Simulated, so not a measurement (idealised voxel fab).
process module | voxel ribs on slabs
cross-section cut | 155 nm wide | cells 5 nm
A cross-section is a grid of square cells, given in bands from the top down. A band is one or more rows of cells.
Each band's line starts with the height of the band's top and of its bottom, in nm. Then come its materials from left to right, each with its width in nm. One material with "throughout" fills the band from edge to edge. "air" is empty space.
Height 0 is the level under which the wafer as received is all one material. The lowest band goes on downwards, as in "0 down".
A width such as "30 to 40" changes by the same amount from each row of cells to the next, from the band's top row to its bottom row.
"no change" after a step means that no cell of the cross-section changed.
closed voids: empty space of 8 cells or more with no open way to the top, each as width x height at its distance from the left edge, in nm
after a step's settings: what the simulator itself notes on the step
overlay nm, on a step with a mask: how far to the right of its planned place the mask lay; to the left if negative
plan
1 op RECEIVE | material Si
2 op DIRECTIONAL_DEP | material SiO2 | thk nm 20
3 op DIRECTIONAL_DEP | material SiN | thk nm 20
4 op DIRECTIONAL_DEP | material aC | thk nm 10
5 op PATTERN | tone cover | mask id RIB | material resist | width nm 15 | thk nm 25 | overlay nm 0
6 op DIRECTIONAL_ETCH | etch materials aC | depth nm 10
7 op STRIP | etch materials resist
8 op DIRECTIONAL_ETCH | etch materials SiN | depth nm 5
9 op STRIP | etch materials aC
10 op MASKED_ETCH | tone cover | mask id SLAB | width nm 65 | etch materials SiN | depth nm 15 | overlay nm 0
11 op FILL_DEP | material SiO2 | thk nm 25
12 op CMP | height nm 60
13 op DIRECTIONAL_DEP | material TiN | thk nm 5
14 op DIRECTIONAL_DEP | material aC | thk nm 15
15 op PATTERN | tone cover | mask id HEATER | material resist | width nm 25 | thk nm 35 | overlay nm 0
16 op DIRECTIONAL_ETCH | etch materials aC | depth nm 15
17 op STRIP | etch materials resist
18 op DIRECTIONAL_ETCH | etch materials TiN | depth nm 5
19 op STRIP | etch materials aC
20 op CONFORMAL_DEP | material SiN | thk nm 5
as received, after step 1
  0 down: Si throughout
  closed voids: none
a wafer at the end: this start, this plan, one mistake
  70 to 65: air 60 | SiN 35 | air 60
  65 to 60: SiN 65 | TiN 25 | SiN 65
  60 to 20: SiO2 throughout
  20 to 0: SiN throughout
  0 down: Si throughout
  closed voids: none
what went wrong: steps 2 and 3 were swapped
